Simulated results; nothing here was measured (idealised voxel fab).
This section sets out a process module, namely voxel trench capacitor.
Displayed cross-section: cut, width of 260 nm, square cells sized 5 nm.
A cross-section in this document is a grid of square cells, and it is written down as bands, the top band listed before the ones below it; a band is made up of one or more rows of cells. Each band's line starts with the height of the band's top and of its bottom, in nm. Then come its materials from left to right, each with its width in nm. One material with "everywhere" fills the band from edge to edge. "empty" is empty space. We count height from 0. Below that, the starting wafer is all one material. The lowest band never ends at the bottom but goes on down; see "0 and below" for how that is written. Top row gets the first number, bottom row gets the second, and each row in between changes by the same step: that is how a band width like "30 to 40" works. The designation "nothing got changed", where it is given for a processing step, indicates that no cell of the cross-section was altered in the course of that step. Closed voids list: empty space of 8 cells or more with no open way to the top, each as width x height at its distance from the left edge, in nm. What comes after the settings on a step's line is commentary from the simulator itself on that step. A step's line can hold "overlay nm"; with a mask on that step, the setting says how far right of the planned place the mask lay, while a negative setting says it lay to the left.

The following list gives the planned process steps
1,RECEIVE: material Si
2,CONFORMAL_DEP: material SiN, thk nm 5
3,DIRECTIONAL_DEP: material aC, thk nm 15
4,PATTERN: tone open, mask id TRENCH, material resist, width nm 15, pitch nm 40, thk nm 35, overlay nm 0
5,DIRECTIONAL_ETCH: etch materials aC, depth nm 15
6,STRIP: etch materials resist
7,DIRECTIONAL_ETCH: etch materials SiN, depth nm 5
8,DIRECTIONAL_ETCH: etch materials Si, depth nm 40
9,STRIP: etch materials aC
10,CONFORMAL_DEP: material Al2O3, thk nm 5
11,FILL_DEP: material polySi, thk nm 5
12,CMP: height nm 5

So, the first of our two wafers, run just as we planned it

Cross-section of the incoming wafer, state after step 1
- 0 and below | Si everywhere
- Closed voids list: none

After step 2: wafer cross-section
- 5 down to 0 | SiN everywhere
- For the remainder of the cross-section, below 0, there is no change.

After step 3: wafer cross-section
- 20 down to 5 | aC everywhere
- For the remainder of the cross-section, below 5, there is no change.

After step 4: wafer cross-section
- 55 down to 20 | resist=80; empty=15; resist=25; empty=15; resist=25; empty=15; resist=85
- For the remainder of the cross-section, below 20, there is no change.

After step 5: wafer cross-section
- 40 down to 20 | resist=80; empty=15; resist=25; empty=15; resist=25; empty=15; resist=85
- 20 down to 5 | aC=80; empty=15; aC=25; empty=15; aC=25; empty=15; aC=85
- For the remainder of the cross-section, below 5, there is no change.

After step 6: wafer cross-section
- 20 down to 5 | aC=80; empty=15; aC=25; empty=15; aC=25; empty=15; aC=85
- For the remainder of the cross-section, below 5, there is no change.

After step 7: wafer cross-section
- 20 down to 5 | aC=80; empty=15; aC=25; empty=15; aC=25; empty=15; aC=85
- 5 down to 0 | SiN=80; empty=15; SiN=25; empty=15; SiN=25; empty=15; SiN=85
- For the remainder of the cross-section, below 0, there is no change.

After step 8: wafer cross-section
- 20 down to 5 | aC=80; empty=15; aC=25; empty=15; aC=25; empty=15; aC=85
- 5 down to 0 | SiN=80; empty=15; SiN=25; empty=15; SiN=25; empty=15; SiN=85
- 0 down to -40 | Si=80; empty=15; Si=25; empty=15; Si=25; empty=15; Si=85
- For the remainder of the cross-section, below -40, there is no change.

After step 9: wafer cross-section
- 5 down to 0 | SiN=80; empty=15; SiN=25; empty=15; SiN=25; empty=15; SiN=85
- For the remainder of the cross-section, below 0, there is no change.

After step 10: wafer cross-section
- 10 down to 5 | Al2O3=85; empty=5; Al2O3=35; empty=5; Al2O3=35; empty=5; Al2O3=90
- 5 down to 0 | SiN=80; Al2O3=5; empty=5; Al2O3=5; SiN=25; Al2O3=5; empty=5; Al2O3=5; SiN=25; Al2O3=5; empty=5; Al2O3=5; SiN=85
- 0 down to -35 | Si=80; Al2O3=5; empty=5; Al2O3=5; Si=25; Al2O3=5; empty=5; Al2O3=5; Si=25; Al2O3=5; empty=5; Al2O3=5; Si=85
- -35 down to -40 | Si=80; Al2O3=15; Si=25; Al2O3=15; Si=25; Al2O3=15; Si=85
- For the remainder of the cross-section, below -40, there is no change.

After step 11: wafer cross-section
- 15 down to 10 | polySi everywhere
- 10 down to 5 | Al2O3=85; polySi=5; Al2O3=35; polySi=5; Al2O3=35; polySi=5; Al2O3=90
- 5 down to 0 | SiN=80; Al2O3=5; polySi=5; Al2O3=5; SiN=25; Al2O3=5; polySi=5; Al2O3=5; SiN=25; Al2O3=5; polySi=5; Al2O3=5; SiN=85
- 0 down to -35 | Si=80; Al2O3=5; polySi=5; Al2O3=5; Si=25; Al2O3=5; polySi=5; Al2O3=5; Si=25; Al2O3=5; polySi=5; Al2O3=5; Si=85
- For the remainder of the cross-section, below -35, there is no change.

After step 12: wafer cross-section
- 5 down to 0 | SiN=80; Al2O3=5; polySi=5; Al2O3=5; SiN=25; Al2O3=5; polySi=5; Al2O3=5; SiN=25; Al2O3=5; polySi=5; Al2O3=5; SiN=85
- For the remainder of the cross-section, below 0, there is no change.

Companion wafer, the second of two: same beginning, same intended sequence, one mistake in carrying it out; through step 3 inclusive it tracks the first exactly

Cross-sectional representation of the second wafer at the time designated in the plan for the completion of step 4
- 55 down to 20 | resist=85; empty=15; resist=25; empty=15; resist=25; empty=15; resist=80
- For the remainder of the cross-section, below 20, there is no change.

Cross-sectional representation of the second wafer at the time designated in the plan for the completion of step 5
- 40 down to 20 | resist=85; empty=15; resist=25; empty=15; resist=25; empty=15; resist=80
- 20 down to 5 | aC=85; empty=15; aC=25; empty=15; aC=25; empty=15; aC=80
- For the remainder of the cross-section, below 5, there is no change.

Cross-sectional representation of the second wafer at the time designated in the plan for the completion of step 6
- 20 down to 5 | aC=85; empty=15; aC=25; empty=15; aC=25; empty=15; aC=80
- For the remainder of the cross-section, below 5, there is no change.

Cross-sectional representation of the second wafer at the time designated in the plan for the completion of step 7
- 20 down to 5 | aC=85; empty=15; aC=25; empty=15; aC=25; empty=15; aC=80
- 5 down to 0 | SiN=85; empty=15; SiN=25; empty=15; SiN=25; empty=15; SiN=80
- For the remainder of the cross-section, below 0, there is no change.

Cross-sectional representation of the second wafer at the time designated in the plan for the completion of step 8
- 20 down to 5 | aC=85; empty=15; aC=25; empty=15; aC=25; empty=15; aC=80
- 5 down to 0 | SiN=85; empty=15; SiN=25; empty=15; SiN=25; empty=15; SiN=80
- 0 down to -40 | Si=85; empty=15; Si=25; empty=15; Si=25; empty=15; Si=80
- For the remainder of the cross-section, below -40, there is no change.

Cross-sectional representation of the second wafer at the time designated in the plan for the completion of step 9
- 5 down to 0 | SiN=85; empty=15; SiN=25; empty=15; SiN=25; empty=15; SiN=80
- For the remainder of the cross-section, below 0, there is no change.

Cross-sectional representation of the second wafer at the time designated in the plan for the completion of step 10
- 10 down to 5 | Al2O3=90; empty=5; Al2O3=35; empty=5; Al2O3=35; empty=5; Al2O3=85
- 5 down to 0 | SiN=85; Al2O3=5; empty=5; Al2O3=5; SiN=25; Al2O3=5; empty=5; Al2O3=5; SiN=25; Al2O3=5; empty=5; Al2O3=5; SiN=80
- 0 down to -35 | Si=85; Al2O3=5; empty=5; Al2O3=5; Si=25; Al2O3=5; empty=5; Al2O3=5; Si=25; Al2O3=5; empty=5; Al2O3=5; Si=80
- -35 down to -40 | Si=85; Al2O3=15; Si=25; Al2O3=15; Si=25; Al2O3=15; Si=80
- For the remainder of the cross-section, below -40, there is no change.

Cross-sectional representation of the second wafer at the time designated in the plan for the completion of step 11
- 15 down to 10 | polySi everywhere
- 10 down to 5 | Al2O3=90; polySi=5; Al2O3=35; polySi=5; Al2O3=35; polySi=5; Al2O3=85
- 5 down to 0 | SiN=85; Al2O3=5; polySi=5; Al2O3=5; SiN=25; Al2O3=5; polySi=5; Al2O3=5; SiN=25; Al2O3=5; polySi=5; Al2O3=5; SiN=80
- 0 down to -35 | Si=85; Al2O3=5; polySi=5; Al2O3=5; Si=25; Al2O3=5; polySi=5; Al2O3=5; Si=25; Al2O3=5; polySi=5; Al2O3=5; Si=80
- For the remainder of the cross-section, below -35, there is no change.

Cross-sectional representation of the second wafer at the time designated in the plan for the completion of step 12
- 5 down to 0 | SiN=85; Al2O3=5; polySi=5; Al2O3=5; SiN=25; Al2O3=5; polySi=5; Al2O3=5; SiN=25; Al2O3=5; polySi=5; Al2O3=5; SiN=80
- For the remainder of the cross-section, below 0, there is no change.
Nonconformance to the process plan: step 4: run off-plan, actual operation and settings PATTERN: tone open, mask id TRENCH, material resist, width nm 15, pitch nm 40, thk nm 35, overlay nm 5
at the end the second wafer has, in cells: as many of each material as the first, in other places
